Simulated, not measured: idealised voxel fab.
process module | voxel gate over fins
cross-section cut | 240 nm wide | cells 5 nm
A cross-section is a grid of square cells, given in bands from the top down. A band is one or more rows of cells.
Each band's line starts with the height of the band's top and of its bottom, in nm. Then come its materials from left to right, each with its width in nm. One material with "throughout" fills the band from edge to edge. "air" is empty space.
Height 0 is the level under which the wafer as received is all one material. The lowest band goes on downwards, as in "0 down".
A width such as "30 to 40" changes by the same amount from each row of cells to the next, from the band's top row to its bottom row.
"no change" after a step means that no cell of the cross-section changed.
closed voids: empty space of 8 cells or more with no open way to the top, each as width x height at its distance from the left edge, in nm
after a step's settings: what the simulator itself notes on the step
overlay nm, on a step with a mask: how far to the right of its planned place the mask lay; to the left if negative
plan
1 op RECEIVE | material Si
2 op CONFORMAL_DEP | material SiN | thk nm 5
3 op PATTERN | tone cover | mask id FINS | material resist | width nm 15 | pitch nm 40 | thk nm 15 | overlay nm 0
4 op DIRECTIONAL_ETCH | etch materials SiN | depth nm 5
5 op DIRECTIONAL_ETCH | etch materials Si | depth nm 30
6 op STRIP | etch materials resist
7 op OXIDIZE | depth nm 5
8 op FILL_DEP | material SiO2 | thk nm 15
9 op CMP | height nm 5
10 op SELECTIVE_ETCH | etch materials SiO2 | depth nm 15
11 op STRIP | etch materials SiN
12 op CONFORMAL_DEP | material HfO2 | thk nm 5
13 op CONFORMAL_DEP | material TiN | thk nm 5
14 op FILL_DEP | material W | thk nm 10
15 op CMP | height nm 15
16 op CONFORMAL_DEP | material SiN | thk nm 5
varied across the wafers: width nm of step 3. The plan shows the first wafer's value. All wafers start alike
first wafer as received, after step 1
  0 down: Si throughout
  closed voids: none
first wafer at the end, after step 16
  20 to 15: SiN throughout
  15 to 10: W throughout
  10 to 5: W 45 | TiN 25 | W 15 | TiN 25 | W 15 | TiN 25 | W 15 | TiN 25 | W 50
  5 to 0: W 45 | TiN 5 | HfO2 15 | TiN 5 | W 15 | TiN 5 | HfO2 15 | TiN 5 | W 15 | TiN 5 | HfO2 15 | TiN 5 | W 15 | TiN 5 | HfO2 15 | TiN 5 | W 50
  0 to -5: TiN 50 | HfO2 5 | Si 5 | HfO2 5 | TiN 25 | HfO2 5 | Si 5 | HfO2 5 | TiN 25 | HfO2 5 | Si 5 | HfO2 5 | TiN 25 | HfO2 5 | Si 5 | HfO2 5 | TiN 55
  -5 to -10: HfO2 55 | Si 5 | HfO2 35 | Si 5 | HfO2 35 | Si 5 | HfO2 35 | Si 5 | HfO2 60
  -10 to -35: SiO2 55 | Si 5 | SiO2 35 | Si 5 | SiO2 35 | Si 5 | SiO2 35 | Si 5 | SiO2 60
  -35 down: Si throughout
  closed voids: none
last wafer at the end
  20 to 15: SiN throughout
  15 to 10: W throughout
  10 to 5: W 40 | TiN 35 | W 5 | TiN 35 | W 5 | TiN 35 | W 5 | TiN 35 | W 45
  5 to 0: W 40 | TiN 5 | HfO2 25 | TiN 5 | W 5 | TiN 5 | HfO2 25 | TiN 5 | W 5 | TiN 5 | HfO2 25 | TiN 5 | W 5 | TiN 5 | HfO2 25 | TiN 5 | W 45
  0 to -5: TiN 45 | HfO2 5 | Si 15 | HfO2 5 | TiN 15 | HfO2 5 | Si 15 | HfO2 5 | TiN 15 | HfO2 5 | Si 15 | HfO2 5 | TiN 15 | HfO2 5 | Si 15 | HfO2 5 | TiN 50
  -5 to -10: HfO2 50 | Si 15 | HfO2 25 | Si 15 | HfO2 25 | Si 15 | HfO2 25 | Si 15 | HfO2 55
  -10 to -35: SiO2 50 | Si 15 | SiO2 25 | Si 15 | SiO2 25 | Si 15 | SiO2 25 | Si 15 | SiO2 55
  -35 down: Si throughout
  closed voids: none
each wafer at the end: cells of each material gained (+) or lost (-) since it was received, then its closed voids
width nm 15 | +64 HfO2 | -308 Si | +48 SiN | +220 SiO2 | +64 TiN | +104 W | closed voids: none
width nm 20 | +64 HfO2 | -280 Si | +48 SiN | +200 SiO2 | +64 TiN | +96 W | closed voids: none
width nm 25 | +64 HfO2 | -252 Si | +48 SiN | +180 SiO2 | +64 TiN | +88 W | closed voids: none
